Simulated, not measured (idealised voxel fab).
The document below concerns the process module designated voxel self aligned contacts.
Displayed cross-section: cut, width of 270 nm, square cells sized 5 nm.
We lay out every cross-section as a grid of square cells and spell it out in bands from the top down, where one band means one or more rows of cells.
The entry gives the band's vertical extent as a top height and a bottom height in nm, then its horizontal make-up as materials from left to right, each with a width in nm. "air" stands for empty space; a single material marked "full width" fills the band edge to edge.
The reference from which all heights are counted is 0, the level beneath which the as-received wafer is entirely one material; the lowest band, having no lower bound, proceeds downward and is written after the example "from 0 down".
Think of "30->40" as a width that walks from the first number to the second as you go down the band, top row to bottom row, taking equal-sized steps from row to row.
Step marked "no modifications"? Then no cell in the cross-section changed in it.
You'll see "Enclosed cavities" listing empty spaces that have no way open to the top, as long as they're 8 cells or more; the notation is width x height at distance, where the distance is from the left edge, and all of it is in nm.
Read whatever lies past the settings on a step's line as the simulator's own remark about the step.
overlay nm: how far to the right of its planned place the mask lay on this masked step (negative: to the left).
Planned step list for the process:
step 1: RECEIVE,material Si
step 2: OXIDIZE,depth nm 5
step 3: DIRECTIONAL_DEP,material polySi,thk nm 30
step 4: DIRECTIONAL_DEP,material SiN,thk nm 20
step 5: DIRECTIONAL_DEP,material aC,thk nm 15
step 6: PATTERN,tone cover,mask id GATE,material resist,width nm 25,pitch nm 55,thk nm 30,overlay nm 0
step 7: DIRECTIONAL_ETCH,etch materials aC,depth nm 15
step 8: STRIP,etch materials resist
step 9: DIRECTIONAL_ETCH,etch materials SiN,depth nm 20
step 10: DIRECTIONAL_ETCH,etch materials polySi,depth nm 30
step 11: STRIP,etch materials aC
step 12: CONFORMAL_DEP,material SiN,thk nm 5
step 13: DIRECTIONAL_ETCH,etch materials SiN,depth nm 5
step 14: FILL_DEP,material SiO2,thk nm 15
step 15: CMP,height nm 60
step 16: MASKED_ETCH,tone open,mask id CONTACT,width nm 40,etch materials SiO2,depth nm 65,overlay nm 0
step 17: CONFORMAL_DEP,material TiN,thk nm 5
step 18: FILL_DEP,material W,thk nm 5
step 19: CMP,height nm 60
step 20: CONFORMAL_DEP,material SiCN,thk nm 5
First wafer of two (run as planned):
Wafer as received: cross-section following step 1:
  from 0 down: Si full width
  Enclosed cavities: none
The wafer in cross-section once step 2 is complete:
  from 0 to -5: SiO2 full width
  At heights below -5, the structure remains unaltered.
The wafer in cross-section once step 3 is complete:
  from 30 to 0: polySi full width
  At heights below 0, the structure remains unaltered.
The wafer in cross-section once step 4 is complete:
  from 50 to 30: SiN full width
  At heights below 30, the structure remains unaltered.
The wafer in cross-section once step 5 is complete:
  from 65 to 50: aC full width
  At heights below 50, the structure remains unaltered.
The wafer in cross-section once step 6 is complete:
  from 95 to 65: air (95), then resist (25), then air (30), then resist (25), then air (95)
  At heights below 65, the structure remains unaltered.
The wafer in cross-section once step 7 is complete:
  from 80 to 65: air (95), then resist (25), then air (30), then resist (25), then air (95)
  from 65 to 50: air (95), then aC (25), then air (30), then aC (25), then air (95)
  At heights below 50, the structure remains unaltered.
The wafer in cross-section once step 8 is complete:
  from 65 to 50: air (95), then aC (25), then air (30), then aC (25), then air (95)
  At heights below 50, the structure remains unaltered.
The wafer in cross-section once step 9 is complete:
  from 65 to 50: air (95), then aC (25), then air (30), then aC (25), then air (95)
  from 50 to 30: air (95), then SiN (25), then air (30), then SiN (25), then air (95)
  At heights below 30, the structure remains unaltered.
The wafer in cross-section once step 10 is complete:
  from 65 to 50: air (95), then aC (25), then air (30), then aC (25), then air (95)
  from 50 to 30: air (95), then SiN (25), then air (30), then SiN (25), then air (95)
  from 30 to 0: air (95), then polySi (25), then air (30), then polySi (25), then air (95)
  At heights below 0, the structure remains unaltered.
The wafer in cross-section once step 11 is complete:
  from 50 to 30: air (95), then SiN (25), then air (30), then SiN (25), then air (95)
  At heights below 30, the structure remains unaltered.
The wafer in cross-section once step 12 is complete:
  from 55 to 30: air (90), then SiN (35), then air (20), then SiN (35), then air (90)
  from 30 to 5: air (90), then SiN (5), then polySi (25), then SiN (5), then air (20), then SiN (5), then polySi (25), then SiN (5), then air (90)
  from 5 to 0: SiN (95), then polySi (25), then SiN (30), then polySi (25), then SiN (95)
  At heights below 0, the structure remains unaltered.
The wafer in cross-section once step 13 is complete:
  from 50 to 30: air (90), then SiN (35), then air (20), then SiN (35), then air (90)
  from 30 to 0: air (90), then SiN (5), then polySi (25), then SiN (5), then air (20), then SiN (5), then polySi (25), then SiN (5), then air (90)
  At heights below 0, the structure remains unaltered.
The wafer in cross-section once step 14 is complete:
  from 65 to 50: SiO2 full width
  from 50 to 30: SiO2 (90), then SiN (35), then SiO2 (20), then SiN (35), then SiO2 (90)
  from 30 to 0: SiO2 (90), then SiN (5), then polySi (25), then SiN (5), then SiO2 (20), then SiN (5), then polySi (25), then SiN (5), then SiO2 (90)
  At heights below 0, the structure remains unaltered.
The wafer in cross-section once step 15 is complete:
  from 60 to 50: SiO2 full width
  At heights below 50, the structure remains unaltered.
The wafer in cross-section once step 16 is complete:
  from 60 to 50: SiO2 (115), then air (40), then SiO2 (115)
  from 50 to 30: SiO2 (90), then SiN (35), then air (20), then SiN (35), then SiO2 (90)
  from 30 to 0: SiO2 (90), then SiN (5), then polySi (25), then SiN (5), then air (20), then SiN (5), then polySi (25), then SiN (5), then SiO2 (90)
  from 0 to -5: SiO2 (125), then air (20), then SiO2 (125)
  At heights below -5, the structure remains unaltered.
The wafer in cross-section once step 17 is complete:
  from 65 to 60: TiN (120), then air (30), then TiN (120)
  from 60 to 50: SiO2 (115), then TiN (5->15), then air (30->10), then TiN (5->15), then SiO2 (115)
  from 50 to 30: SiO2 (90), then SiN (35), then TiN (5), then air (10), then TiN (5), then SiN (35), then SiO2 (90)
  from 30 to 0: SiO2 (90), then SiN (5), then polySi (25), then SiN (5), then TiN (5), then air (10), then TiN (5), then SiN (5), then polySi (25), then SiN (5), then SiO2 (90)
  from 0 to -5: SiO2 (125), then TiN (20), then SiO2 (125)
  At heights below -5, the structure remains unaltered.
The wafer in cross-section once step 18 is complete:
  from 70 to 65: W full width
  from 65 to 60: TiN (120), then W (30), then TiN (120)
  from 60 to 50: SiO2 (115), then TiN (5->15), then W (30->10), then TiN (5->15), then SiO2 (115)
  from 50 to 30: SiO2 (90), then SiN (35), then TiN (5), then W (10), then TiN (5), then SiN (35), then SiO2 (90)
  from 30 to 0: SiO2 (90), then SiN (5), then polySi (25), then SiN (5), then TiN (5), then W (10), then TiN (5), then SiN (5), then polySi (25), then SiN (5), then SiO2 (90)
  At heights below 0, the structure remains unaltered.
The wafer in cross-section once step 19 is complete:
  from 60 to 50: SiO2 (115), then TiN (5->15), then W (30->10), then TiN (5->15), then SiO2 (115)
  At heights below 50, the structure remains unaltered.
The wafer in cross-section once step 20 is complete:
  from 65 to 60: SiCN full width
  At heights below 60, the structure remains unaltered.
Wafer two: like wafer one in start and plan, but with one mistake in execution; identical up to and including step 5:
Second wafer shown in cross-section at the time step 6 was slated to end:
  from 95 to 65: air (90), then resist (25), then air (30), then resist (25), then air (100)
  At heights below 65, the structure remains unaltered.
Second wafer shown in cross-section at the time step 7 was slated to end:
  from 80 to 65: air (90), then resist (25), then air (30), then resist (25), then air (100)
  from 65 to 50: air (90), then aC (25), then air (30), then aC (25), then air (100)
  At heights below 50, the structure remains unaltered.
Second wafer shown in cross-section at the time step 8 was slated to end:
  from 65 to 50: air (90), then aC (25), then air (30), then aC (25), then air (100)
  At heights below 50, the structure remains unaltered.
Second wafer shown in cross-section at the time step 9 was slated to end:
  from 65 to 50: air (90), then aC (25), then air (30), then aC (25), then air (100)
  from 50 to 30: air (90), then SiN (25), then air (30), then SiN (25), then air (100)
  At heights below 30, the structure remains unaltered.
Second wafer shown in cross-section at the time step 10 was slated to end:
  from 65 to 50: air (90), then aC (25), then air (30), then aC (25), then air (100)
  from 50 to 30: air (90), then SiN (25), then air (30), then SiN (25), then air (100)
  from 30 to 0: air (90), then polySi (25), then air (30), then polySi (25), then air (100)
  At heights below 0, the structure remains unaltered.
Second wafer shown in cross-section at the time step 11 was slated to end:
  from 50 to 30: air (90), then SiN (25), then air (30), then SiN (25), then air (100)
  At heights below 30, the structure remains unaltered.
Second wafer shown in cross-section at the time step 12 was slated to end:
  from 55 to 30: air (85), then SiN (35), then air (20), then SiN (35), then air (95)
  from 30 to 5: air (85), then SiN (5), then polySi (25), then SiN (5), then air (20), then SiN (5), then polySi (25), then SiN (5), then air (95)
  from 5 to 0: SiN (90), then polySi (25), then SiN (30), then polySi (25), then SiN (100)
  At heights below 0, the structure remains unaltered.
Second wafer shown in cross-section at the time step 13 was slated to end:
  from 50 to 30: air (85), then SiN (35), then air (20), then SiN (35), then air (95)
  from 30 to 0: air (85), then SiN (5), then polySi (25), then SiN (5), then air (20), then SiN (5), then polySi (25), then SiN (5), then air (95)
  At heights below 0, the structure remains unaltered.
Second wafer shown in cross-section at the time step 14 was slated to end:
  from 65 to 50: SiO2 full width
  from 50 to 30: SiO2 (85), then SiN (35), then SiO2 (20), then SiN (35), then SiO2 (95)
  from 30 to 0: SiO2 (85), then SiN (5), then polySi (25), then SiN (5), then SiO2 (20), then SiN (5), then polySi (25), then SiN (5), then SiO2 (95)
  At heights below 0, the structure remains unaltered.
Second wafer shown in cross-section at the time step 15 was slated to end:
  from 60 to 50: SiO2 full width
  At heights below 50, the structure remains unaltered.
Second wafer shown in cross-section at the time step 16 was slated to end:
  from 60 to 50: SiO2 (115), then air (40), then SiO2 (115)
  from 50 to 30: SiO2 (85), then SiN (35), then air (20), then SiN (35), then SiO2 (95)
  from 30 to 0: SiO2 (85), then SiN (5), then polySi (25), then SiN (5), then air (20), then SiN (5), then polySi (25), then SiN (5), then SiO2 (95)
  from 0 to -5: SiO2 (120), then air (20), then SiO2 (130)
  At heights below -5, the structure remains unaltered.
Second wafer shown in cross-section at the time step 17 was slated to end:
  from 65 to 60: TiN (120), then air (30), then TiN (120)
  from 60 to 50: SiO2 (115), then TiN (5->10), then air (30->10), then TiN (5->20), then SiO2 (115)
  from 50 to 30: SiO2 (85), then SiN (35), then TiN (5), then air (10), then TiN (5), then SiN (35), then SiO2 (95)
  from 30 to 0: SiO2 (85), then SiN (5), then polySi (25), then SiN (5), then TiN (5), then air (10), then TiN (5), then SiN (5), then polySi (25), then SiN (5), then SiO2 (95)
  from 0 to -5: SiO2 (120), then TiN (20), then SiO2 (130)
  At heights below -5, the structure remains unaltered.
Second wafer shown in cross-section at the time step 18 was slated to end:
  from 70 to 65: W full width
  from 65 to 60: TiN (120), then W (30), then TiN (120)
  from 60 to 50: SiO2 (115), then TiN (5->10), then W (30->10), then TiN (5->20), then SiO2 (115)
  from 50 to 30: SiO2 (85), then SiN (35), then TiN (5), then W (10), then TiN (5), then SiN (35), then SiO2 (95)
  from 30 to 0: SiO2 (85), then SiN (5), then polySi (25), then SiN (5), then TiN (5), then W (10), then TiN (5), then SiN (5), then polySi (25), then SiN (5), then SiO2 (95)
  At heights below 0, the structure remains unaltered.
Second wafer shown in cross-section at the time step 19 was slated to end:
  from 60 to 50: SiO2 (115), then TiN (5->10), then W (30->10), then TiN (5->20), then SiO2 (115)
  At heights below 50, the structure remains unaltered.
Second wafer shown in cross-section at the time step 20 was slated to end:
  from 65 to 60: SiCN full width
  At heights below 60, the structure remains unaltered.
Against the plan, the run slipped here: step 6: run off-plan, actual operation and settings PATTERN,tone cover,mask id GATE,material resist,width nm 25,pitch nm 55,thk nm 30,overlay nm -5
By the end, you'd get the same cell count for each material on either wafer, but the second wafer puts them somewhere else.
